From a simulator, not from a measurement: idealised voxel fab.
Module name: voxel self aligned contacts (process module)
Section shown: cut. Width: 160 nm. Cell size: 5 nm, square.
Cross-section spec: square-cell grid; bands listed top down; each band is one or more rows.
Look at the band entry: it leads with the top's height and the bottom's height in nm. Then it lists the materials left to right, with a width in nm for each. The word "everywhere" on a single material says that material fills the band edge to edge. The word "air" is empty space.
Counting heights begins at 0, where everything beneath is, in the wafer as received, one material. The lowest band has no bottom; it goes on downwards, as "0 -> down" shows.
The notation "30 to 40" denotes a width that varies across the rows of cells in the band, beginning at the first number in the top row, finishing at the second number in the bottom row, and changing by an identical amount from each row to the next.
Where the words "left unchanged" appear for a step, the cross-section shows no cell changed by that step; every cell remained as before.
"Enclosed internal voids" specifies each empty space that is not open to the top and that occupies no fewer than 8 cells, using the form width x height at distance, the distance measured from the left edge and all three quantities in nm.
The remark found on a step's line after its settings is issued by the simulator itself and pertains to that step.
"overlay nm", when on a step's line for a step with a mask, measures how far to the right of its planned place the mask lay; a negative measure means to the left.
### List of planned process steps
1 RECEIVE, material Si
2 CONFORMAL_DEP, material SiO2, thk nm 5
3 DIRECTIONAL_DEP, material polySi, thk nm 20
4 DIRECTIONAL_DEP, material SiN, thk nm 15
5 DIRECTIONAL_DEP, material aC, thk nm 15
6 PATTERN, tone cover, mask id GATE, material resist, width nm 30, pitch nm 65, thk nm 30, overlay nm 0
7 DIRECTIONAL_ETCH, etch materials aC, depth nm 15
8 STRIP, etch materials resist
9 DIRECTIONAL_ETCH, etch materials SiN, depth nm 15
10 DIRECTIONAL_ETCH, etch materials polySi, depth nm 20
11 STRIP, etch materials aC
12 CONFORMAL_DEP, material SiN, thk nm 5
13 DIRECTIONAL_ETCH, etch materials SiN, depth nm 5
14 FILL_DEP, material SiO2, thk nm 15
15 CMP, height nm 45
16 DIRECTIONAL_DEP, material aC, thk nm 15
17 PATTERN, tone open, mask id CONTACT, material resist, width nm 45, thk nm 30, overlay nm 0
18 DIRECTIONAL_ETCH, etch materials aC, depth nm 15
19 STRIP, etch materials resist
20 DIRECTIONAL_ETCH, etch materials SiO2, depth nm 45
21 STRIP, etch materials aC
22 CONFORMAL_DEP, material TiN, thk nm 5
23 FILL_DEP, material W, thk nm 10
24 CMP, height nm 45
25 CONFORMAL_DEP, material SiCN, thk nm 5
### So, the first of our two wafers, run just as we planned it
### Step 1 complete: cross-section of the wafer as received
  0 -> down | Si everywhere
  Enclosed internal voids: none
### Wafer section view after processing step 2
  5 -> 0 | SiO2 everywhere
  below 0: unchanged
### Wafer section view after processing step 3
  25 -> 5 | polySi everywhere
  below 5: unchanged
### Wafer section view after processing step 4
  40 -> 25 | SiN everywhere
  below 25: unchanged
### Wafer section view after processing step 5
  55 -> 40 | aC everywhere
  below 40: unchanged
### Wafer section view after processing step 6
  85 -> 55 | 30 of air, 30 of resist, 35 of air, 30 of resist, 35 of air
  below 55: unchanged
### Wafer section view after processing step 7
  70 -> 55 | 30 of air, 30 of resist, 35 of air, 30 of resist, 35 of air
  55 -> 40 | 30 of air, 30 of aC, 35 of air, 30 of aC, 35 of air
  below 40: unchanged
### Wafer section view after processing step 8
  55 -> 40 | 30 of air, 30 of aC, 35 of air, 30 of aC, 35 of air
  below 40: unchanged
### Wafer section view after processing step 9
  55 -> 40 | 30 of air, 30 of aC, 35 of air, 30 of aC, 35 of air
  40 -> 25 | 30 of air, 30 of SiN, 35 of air, 30 of SiN, 35 of air
  below 25: unchanged
### Wafer section view after processing step 10
  55 -> 40 | 30 of air, 30 of aC, 35 of air, 30 of aC, 35 of air
  40 -> 25 | 30 of air, 30 of SiN, 35 of air, 30 of SiN, 35 of air
  25 -> 5 | 30 of air, 30 of polySi, 35 of air, 30 of polySi, 35 of air
  below 5: unchanged
### Wafer section view after processing step 11
  40 -> 25 | 30 of air, 30 of SiN, 35 of air, 30 of SiN, 35 of air
  below 25: unchanged
### Wafer section view after processing step 12
  45 -> 25 | 25 of air, 40 of SiN, 25 of air, 40 of SiN, 30 of air
  25 -> 10 | 25 of air, 5 of SiN, 30 of polySi, 5 of SiN, 25 of air, 5 of SiN, 30 of polySi, 5 of SiN, 30 of air
  10 -> 5 | 30 of SiN, 30 of polySi, 35 of SiN, 30 of polySi, 35 of SiN
  below 5: unchanged
### Wafer section view after processing step 13
  40 -> 25 | 25 of air, 40 of SiN, 25 of air, 40 of SiN, 30 of air
  25 -> 5 | 25 of air, 5 of SiN, 30 of polySi, 5 of SiN, 25 of air, 5 of SiN, 30 of polySi, 5 of SiN, 30 of air
  below 5: unchanged
### Wafer section view after processing step 14
  55 -> 40 | SiO2 everywhere
  40 -> 25 | 25 of SiO2, 40 of SiN, 25 of SiO2, 40 of SiN, 30 of SiO2
  25 -> 5 | 25 of SiO2, 5 of SiN, 30 of polySi, 5 of SiN, 25 of SiO2, 5 of SiN, 30 of polySi, 5 of SiN, 30 of SiO2
  below 5: unchanged
### Wafer section view after processing step 15
  45 -> 40 | SiO2 everywhere
  below 40: unchanged
### Wafer section view after processing step 16
  60 -> 45 | aC everywhere
  below 45: unchanged
### Wafer section view after processing step 17
  90 -> 60 | 55 of resist, 45 of air, 60 of resist
  below 60: unchanged
### Wafer section view after processing step 18
  75 -> 60 | 55 of resist, 45 of air, 60 of resist
  60 -> 45 | 55 of aC, 45 of air, 60 of aC
  below 45: unchanged
### Wafer section view after processing step 19
  60 -> 45 | 55 of aC, 45 of air, 60 of aC
  below 45: unchanged
### Wafer section view after processing step 20
  60 -> 45 | 55 of aC, 45 of air, 60 of aC
  45 -> 40 | 55 of SiO2, 45 of air, 60 of SiO2
  40 -> 25 | 25 of SiO2, 40 of SiN, 25 of air, 40 of SiN, 30 of SiO2
  25 -> 5 | 25 of SiO2, 5 of SiN, 30 of polySi, 5 of SiN, 25 of air, 5 of SiN, 30 of polySi, 5 of SiN, 30 of SiO2
  5 -> 0 | 65 of SiO2, 25 of air, 70 of SiO2
  below 0: unchanged
### Wafer section view after processing step 21
  45 -> 40 | 55 of SiO2, 45 of air, 60 of SiO2
  below 40: unchanged
### Wafer section view after processing step 22
  50 -> 45 | 60 of TiN, 35 of air, 65 of TiN
  45 -> 40 | 55 of SiO2, 15 of TiN, 15 of air, 15 of TiN, 60 of SiO2
  40 -> 25 | 25 of SiO2, 40 of SiN, 5 of TiN, 15 of air, 5 of TiN, 40 of SiN, 30 of SiO2
  25 -> 5 | 25 of SiO2, 5 of SiN, 30 of polySi, 5 of SiN, 5 of TiN, 15 of air, 5 of TiN, 5 of SiN, 30 of polySi, 5 of SiN, 30 of SiO2
  5 -> 0 | 65 of SiO2, 25 of TiN, 70 of SiO2
  below 0: unchanged
### Wafer section view after processing step 23
  60 -> 50 | W everywhere
  50 -> 45 | 60 of TiN, 35 of W, 65 of TiN
  45 -> 40 | 55 of SiO2, 15 of TiN, 15 of W, 15 of TiN, 60 of SiO2
  40 -> 25 | 25 of SiO2, 40 of SiN, 5 of TiN, 15 of W, 5 of TiN, 40 of SiN, 30 of SiO2
  25 -> 5 | 25 of SiO2, 5 of SiN, 30 of polySi, 5 of SiN, 5 of TiN, 15 of W, 5 of TiN, 5 of SiN, 30 of polySi, 5 of SiN, 30 of SiO2
  below 5: unchanged
### Wafer section view after processing step 24
  45 -> 40 | 55 of SiO2, 15 of TiN, 15 of W, 15 of TiN, 60 of SiO2
  below 40: unchanged
### Wafer section view after processing step 25
  50 -> 45 | SiCN everywhere
  below 45: unchanged
### Wafer two of two - same starting point, same process plan, one mistake in execution; matches wafer one up to and including step 2
### Second wafer, sectioned view, at step 3's planned end time
  25 -> 5 | SiCN everywhere
  below 5: unchanged
### Second wafer, sectioned view, at step 4's planned end time
  40 -> 25 | SiN everywhere
  below 25: unchanged
### Second wafer, sectioned view, at step 5's planned end time
  55 -> 40 | aC everywhere
  below 40: unchanged
### Second wafer, sectioned view, at step 6's planned end time
  85 -> 55 | 30 of air, 30 of resist, 35 of air, 30 of resist, 35 of air
  below 55: unchanged
### Second wafer, sectioned view, at step 7's planned end time
  70 -> 55 | 30 of air, 30 of resist, 35 of air, 30 of resist, 35 of air
  55 -> 40 | 30 of air, 30 of aC, 35 of air, 30 of aC, 35 of air
  below 40: unchanged
### Second wafer, sectioned view, at step 8's planned end time
  55 -> 40 | 30 of air, 30 of aC, 35 of air, 30 of aC, 35 of air
  below 40: unchanged
### Second wafer, sectioned view, at step 9's planned end time
  55 -> 40 | 30 of air, 30 of aC, 35 of air, 30 of aC, 35 of air
  40 -> 25 | 30 of air, 30 of SiN, 35 of air, 30 of SiN, 35 of air
  below 25: unchanged
Second wafer, sectioned view, at step 10's planned end time: left unchanged
### Second wafer, sectioned view, at step 11's planned end time
  40 -> 25 | 30 of air, 30 of SiN, 35 of air, 30 of SiN, 35 of air
  below 25: unchanged
### Second wafer, sectioned view, at step 12's planned end time
  45 -> 30 | 25 of air, 40 of SiN, 25 of air, 40 of SiN, 30 of air
  30 -> 25 | SiN everywhere
  below 25: unchanged
### Second wafer, sectioned view, at step 13's planned end time
  40 -> 25 | 25 of air, 40 of SiN, 25 of air, 40 of SiN, 30 of air
  below 25: unchanged
### Second wafer, sectioned view, at step 14's planned end time
  55 -> 40 | SiO2 everywhere
  40 -> 25 | 25 of SiO2, 40 of SiN, 25 of SiO2, 40 of SiN, 30 of SiO2
  below 25: unchanged
### Second wafer, sectioned view, at step 15's planned end time
  45 -> 40 | SiO2 everywhere
  below 40: unchanged
### Second wafer, sectioned view, at step 16's planned end time
  60 -> 45 | aC everywhere
  below 45: unchanged
### Second wafer, sectioned view, at step 17's planned end time
  90 -> 60 | 55 of resist, 45 of air, 60 of resist
  below 60: unchanged
### Second wafer, sectioned view, at step 18's planned end time
  75 -> 60 | 55 of resist, 45 of air, 60 of resist
  60 -> 45 | 55 of aC, 45 of air, 60 of aC
  below 45: unchanged
### Second wafer, sectioned view, at step 19's planned end time
  60 -> 45 | 55 of aC, 45 of air, 60 of aC
  below 45: unchanged
### Second wafer, sectioned view, at step 20's planned end time
  60 -> 45 | 55 of aC, 45 of air, 60 of aC
  45 -> 40 | 55 of SiO2, 45 of air, 60 of SiO2
  40 -> 25 | 25 of SiO2, 40 of SiN, 25 of air, 40 of SiN, 30 of SiO2
  below 25: unchanged
### Second wafer, sectioned view, at step 21's planned end time
  45 -> 40 | 55 of SiO2, 45 of air, 60 of SiO2
  below 40: unchanged
### Second wafer, sectioned view, at step 22's planned end time
  50 -> 45 | 60 of TiN, 35 of air, 65 of TiN
  45 -> 40 | 55 of SiO2, 15 of TiN, 15 of air, 15 of TiN, 60 of SiO2
  40 -> 30 | 25 of SiO2, 40 of SiN, 5 of TiN, 15 of air, 5 of TiN, 40 of SiN, 30 of SiO2
  30 -> 25 | 25 of SiO2, 40 of SiN, 25 of TiN, 40 of SiN, 30 of SiO2
  below 25: unchanged
### Second wafer, sectioned view, at step 23's planned end time
  60 -> 50 | W everywhere
  50 -> 45 | 60 of TiN, 35 of W, 65 of TiN
  45 -> 40 | 55 of SiO2, 15 of TiN, 15 of W, 15 of TiN, 60 of SiO2
  40 -> 30 | 25 of SiO2, 40 of SiN, 5 of TiN, 15 of W, 5 of TiN, 40 of SiN, 30 of SiO2
  below 30: unchanged
### Second wafer, sectioned view, at step 24's planned end time
  45 -> 40 | 55 of SiO2, 15 of TiN, 15 of W, 15 of TiN, 60 of SiO2
  below 40: unchanged
### Second wafer, sectioned view, at step 25's planned end time
  50 -> 45 | SiCN everywhere
  below 45: unchanged
what went wrong: so step 3 ended up running with a different setting than we planned, it ran as DIRECTIONAL_DEP, material SiCN, thk nm 20
End check, counted in cells, second wafer has more or fewer of these materials than the first: +128 SiCN | -16 SiN | -39 SiO2 | -10 TiN | -15 W | -48 polySi
